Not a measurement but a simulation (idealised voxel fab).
Process module under the name voxel fin reveal
We display cut, a cross-section 180 nm in width whose square cells are each 5 nm.
Cross-sections here: square-cell grids, written as top-down lists of bands, a band being one or more rows of cells. Band: top and bottom heights (nm) first, top before bottom; then materials from left to right, widths in nm. "full width" marks a sole material filling the band edge to edge. "empty" denotes empty space. Convention: height 0 is the level below which the wafer, as received, is all one material. The lowest band does not terminate at the bottom but continues downward, represented as "0 down". Note: "30..40" means the width goes from the first number (top row of the band) to the second number (bottom row) in equal steps per row of cells. "nothing got changed" after a step means that no cell of the cross-section changed. "Closed void list" enumerates empty spaces isolated from the top, with no open way to it, that contain at least 8 cells, giving each as width x height at distance from the left edge, all three in nm. If you see something after the settings on a step's line, that's the simulator's own remark about that step. overlay nm: for a step with a mask, the amount by which the mask lay right of where it was planned; a negative amount means left of it.

[List of planned process steps]
1. RECEIVE | material Si
2. CONFORMAL_DEP | material SiN | thk nm 10
3. DIRECTIONAL_DEP | material aC | thk nm 10
4. PATTERN | tone cover | mask id FINS | material resist | width nm 15 | pitch nm 45 | thk nm 25 | overlay nm 0
5. DIRECTIONAL_ETCH | etch materials aC | depth nm 10
6. STRIP | etch materials resist
7. DIRECTIONAL_ETCH | etch materials SiN | depth nm 10
8. DIRECTIONAL_ETCH | etch materials Si | depth nm 30
9. STRIP | etch materials aC
10. FILL_DEP | material SiO2 | thk nm 10
11. CMP | height nm 10
12. SELECTIVE_ETCH | etch materials SiO2 | depth nm 30
13. STRIP | etch materials SiN
14. CONFORMAL_DEP | material HfO2 | thk nm 5

[Incoming wafer, cross-sectional view, post step 1]
* 0 down | Si full width
* Closed void list: none

[Sectioned view, first of two wafers, at the close of the module, processed as intended in the plan]
* 5 to 0 | empty: 55, then HfO2: 25, then empty: 20, then HfO2: 25, then empty: 55
* 0 to -15 | empty: 55, then HfO2: 5, then Si: 15, then HfO2: 5, then empty: 20, then HfO2: 5, then Si: 15, then HfO2: 5, then empty: 55
* -15 to -20 | HfO2: 60, then Si: 15, then HfO2: 30, then Si: 15, then HfO2: 60
* -20 to -30 | SiO2: 60, then Si: 15, then SiO2: 30, then Si: 15, then SiO2: 60
* -30 down | Si full width
* Closed void list: none

[Cross-sectional image of the second wafer of the two following completion of the module. Starting state and process plan were the same as for the first wafer; one execution error occurred]
* 0 to -20 | empty: 60, then Si: 15, then empty: 30, then Si: 15, then empty: 60
* -20 to -30 | SiO2: 60, then Si: 15, then SiO2: 30, then Si: 15, then SiO2: 60
* -30 down | Si full width
* Closed void list: none
Want to know what went wrong? the plan's step 14 was left out and never carried out
Materials where the second wafer ends with more or fewer cells than the first: HfO2: 52 fewer
